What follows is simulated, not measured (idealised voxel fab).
process module | voxel ribs on slabs
Cross-section cut spans 150 nm and uses square cells 5 nm in size.
Just so we're on the same page, the cross-sections are grids of square cells, and they're listed out in bands top to bottom, each band one or more rows deep. Band: top and bottom heights (nm) first, top before bottom; then materials from left to right, widths in nm. "all across" marks a sole material filling the band edge to edge. "blank" denotes empty space. Height reference: 0 = level under which incoming wafer is all one material. Lowest band: no bottom, runs on downward, e.g. "0 -> down". A width given as "30..40" starts at the first number in the band's top row and ends at the second number in its bottom row, shifting by an equal amount at every step from row to row. "all unchanged" (step): cross-section cells unchanged, all of them. Heads up: "Closed-off voids" only lists the empty pockets with no open path to the top that are 8 cells or more, and it writes them as width x height at distance, distance from the left edge, in nm. Past the settings on a step's line: simulator remark, on that step. Among the settings permitted on a step's line is "overlay nm"; applied to a step with a mask, it specifies the extent to which the mask lay to the right of its planned position, whereas a negative figure signifies a position to the left.

Planned process steps
| 1 | op RECEIVE | material Si |
| 2 | op DIRECTIONAL_DEP | material SiO2 | thk nm 20 |
| 3 | op DIRECTIONAL_DEP | material SiN | thk nm 25 |
| 4 | op MASKED_ETCH | tone cover | mask id RIB | width nm 25 | etch materials SiN | depth nm 15 | overlay nm 0 |
| 5 | op MASKED_ETCH | tone cover | mask id SLAB | width nm 75 | etch materials SiN | depth nm 10 | overlay nm 0 |
| 6 | op FILL_DEP | material SiO2 | thk nm 15 |
| 7 | op CMP | height nm 55 |
| 8 | op DIRECTIONAL_DEP | material W | thk nm 10 |
| 9 | op DIRECTIONAL_DEP | material aC | thk nm 15 |
| 10 | op PATTERN | tone cover | mask id HEATER | material resist | width nm 35 | thk nm 30 | overlay nm 0 |
| 11 | op DIRECTIONAL_ETCH | etch materials aC | depth nm 15 |
| 12 | op STRIP | etch materials resist |
| 13 | op DIRECTIONAL_ETCH | etch materials W | depth nm 10 |
| 14 | op STRIP | etch materials aC |
| 15 | op CONFORMAL_DEP | material SiO2 | thk nm 5 |

Cross-section of the wafer as it came to us, i.e., already through step 1
- 0 -> down  Si all across
- Closed-off voids: none

Final wafer profile in cross-section after the module, from the same start and plan as above, with one mistake made during processing
- 70 -> 65  blank: 50  SiO2: 45  blank: 55
- 65 -> 60  blank: 50  SiO2: 5  W: 35  SiO2: 5  blank: 55
- 60 -> 55  SiO2: 55  W: 35  SiO2: 60
- 55 -> 45  SiO2 all across
- 45 -> 30  SiO2: 60  SiN: 30  SiO2: 60
- 30 -> 20  SiO2: 35  SiN: 75  SiO2: 40
- 20 -> 0  SiO2 all across
- 0 -> down  Si all across
- Closed-off voids: none
Deviation from plan: step 4 ran as: op MASKED_ETCH | tone cover | mask id RIB | width nm 30 | etch materials SiN | depth nm 15 | overlay nm 0
